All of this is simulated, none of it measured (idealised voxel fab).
The following process module bears the name voxel fin reveal.
Square cell edge 5 nm, section width 170 nm, ID cut.
Just so we're on the same page, the cross-sections are grids of square cells, and they're listed out in bands top to bottom, each band one or more rows deep. For a band, the entry starts with two heights in nm, that of the top and then that of the bottom, and carries on with the band's materials in order from left to right, each alongside its width in nm; the word "all across" beside a single material means it fills the band edge to edge, and "blank" means empty space. Height 0 is the level under which the wafer as received is all one material. The lowest band goes on downwards, as in "top 0, no bottom". A width such as "30->40" changes by the same amount from each row of cells to the next, from the band's top row to its bottom row. Any step labelled "remains unaltered" changed none of the cells in the cross-section. Look at "closed voids" for the closed voids: empty spaces with no open path to the top, sized 8 cells or up. Each is width x height at distance, distance from the left edge, all nm. Heads up: the bit after the settings on a step's line is the simulator's remark on that step. overlay nm: on a step with a mask, how far right of its planned place the mask lay; negative means left.

**These are the steps we planned for the process**
- 1: RECEIVE with material Si
- 2: CONFORMAL_DEP with material SiN, thk nm 5
- 3: PATTERN with tone cover, mask id FINS, material resist, width nm 15, pitch nm 35, thk nm 15, overlay nm -15
- 4: DIRECTIONAL_ETCH with etch materials SiN, depth nm 5
- 5: DIRECTIONAL_ETCH with etch materials Si, depth nm 40
- 6: STRIP with etch materials resist
- 7: OXIDIZE with depth nm 5
- 8: FILL_DEP with material SiO2, thk nm 5
- 9: CMP with height nm 5
- 10: SELECTIVE_ETCH with etch materials SiO2, depth nm 30
- 11: STRIP with etch materials SiN
- 12: CONFORMAL_DEP with material HfO2, thk nm 5
It is noted that the wafers described herein are identical at the outset and are distinguished by the overlay nm of step 3; the value stated in the plan corresponds to the first wafer.

**As-received state after step 1, first of several wafers, cross-section**
- top 0, no bottom = Si all across
- closed voids: none

**wafer rows; end of module; cells per material since receipt: (+) gained, (-) lost; then closed voids**
overlay nm -15 | +64 HfO2 | -279 Si | +124 SiO2 | closed voids: none
overlay nm -10 | +64 HfO2 | -279 Si | +124 SiO2 | closed voids: none
overlay nm -5 | +64 HfO2 | -279 Si | +124 SiO2 | closed voids: none
overlay nm 0 | +64 HfO2 | -279 Si | +124 SiO2 | closed voids: none
overlay nm 5 | +64 HfO2 | -279 Si | +124 SiO2 | closed voids: none
overlay nm 10 | +64 HfO2 | -279 Si | +124 SiO2 | closed voids: none
overlay nm 15 | +64 HfO2 | -279 Si | +124 SiO2 | closed voids: none
